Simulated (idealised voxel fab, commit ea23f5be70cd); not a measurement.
Process module, titled voxel tone inversion
Shown is cross-section cut, with a width of 290 nm and square cells of size 5 nm.
Heads up, the way a cross-section reads in here is a grid of square cells, handed over as bands from the top down, with every band being one or more rows of cells. Top height, bottom height, nm. Materials left to right, width each, nm. Single material + "edge to edge" = fills band edge to edge. "blank" = empty. A quick word on heights: they are counted from 0, and under that level the wafer as it came to us is one material throughout. The lowest band is different from the rest in having no bottom; it simply continues downward, written as in "z 0 and below". Graded width ("30..40"): value in top row of band = first number; value in bottom row = second number; row-to-row change constant. Reading "nothing changed" for a step: not a cell of the cross-section changed in it. Listed in "Voids, sealed": every empty space of 8 or more cells without an open way to the top. Form: width x height at distance, the distance being from the left edge, all in nm. On a step's line, text after the settings is the simulator commenting on that step. overlay nm: for a step with a mask, the amount by which the mask lay right of where it was planned; a negative amount means left of it.
Planned process steps
1) RECEIVE,material Si
2) CONFORMAL_DEP,material SiCN,thk nm 10
3) DIRECTIONAL_DEP,material aC,thk nm 25
4) PATTERN,tone cover,mask id POSTS,material resist,width nm 20,pitch nm 35,thk nm 30,overlay nm -15
5) DIRECTIONAL_ETCH,etch materials aC,depth nm 25
6) STRIP,etch materials resist
7) FILL_DEP,material SiO2,thk nm 10
8) CMP,height nm 35
9) STRIP,etch materials aC
10) CONFORMAL_DEP,material TiN,thk nm 5
11) FILL_DEP,material Cu,thk nm 5
12) CMP,height nm 35
13) CONFORMAL_DEP,material SiN,thk nm 5
What sets these wafers apart? The overlay nm at step 4. They all start alike, and the plan carries the first wafer's value.
The first of several wafers as received, shown in cross-section; this is its state after step 1
- z 0 and below = Si edge to edge
- Voids, sealed: none
Last step of the module is step 13; after it, the first of several wafers in cross-section
- z 40 to 35 = SiN edge to edge
- z 35 to 15 = SiO2 85  TiN 5  Cu 10  TiN 5  SiO2 15  TiN 5  Cu 10  TiN 5  SiO2 15  TiN 5  Cu 10  TiN 5  SiO2 115
- z 15 to 10 = SiO2 85  TiN 20  SiO2 15  TiN 20  SiO2 15  TiN 20  SiO2 115
- z 10 to 0 = SiCN edge to edge
- z 0 and below = Si edge to edge
- Voids, sealed: none
Last wafer at the end
- z 40 to 35 = SiN edge to edge
- z 35 to 15 = SiO2 115  TiN 5  Cu 10  TiN 5  SiO2 15  TiN 5  Cu 10  TiN 5  SiO2 15  TiN 5  Cu 10  TiN 5  SiO2 85
- z 15 to 10 = SiO2 115  TiN 20  SiO2 15  TiN 20  SiO2 15  TiN 20  SiO2 85
- z 10 to 0 = SiCN edge to edge
- z 0 and below = Si edge to edge
- Voids, sealed: none
Tabulated below, wafer by wafer, are the end-of-module results: for each material, the number of cells gained (+) or lost (-) relative to the as-received state, followed by the closed voids
overlay nm -15; +24 Cu; +116 SiCN; +58 SiN; +230 SiO2; +36 TiN; Voids, sealed: none
overlay nm -10; +24 Cu; +116 SiCN; +58 SiN; +230 SiO2; +36 TiN; Voids, sealed: none
overlay nm -5; +24 Cu; +116 SiCN; +58 SiN; +230 SiO2; +36 TiN; Voids, sealed: none
overlay nm 0; +24 Cu; +116 SiCN; +58 SiN; +230 SiO2; +36 TiN; Voids, sealed: none
overlay nm 5; +24 Cu; +116 SiCN; +58 SiN; +230 SiO2; +36 TiN; Voids, sealed: none
overlay nm 10; +24 Cu; +116 SiCN; +58 SiN; +230 SiO2; +36 TiN; Voids, sealed: none
overlay nm 15; +24 Cu; +116 SiCN; +58 SiN; +230 SiO2; +36 TiN; Voids, sealed: none
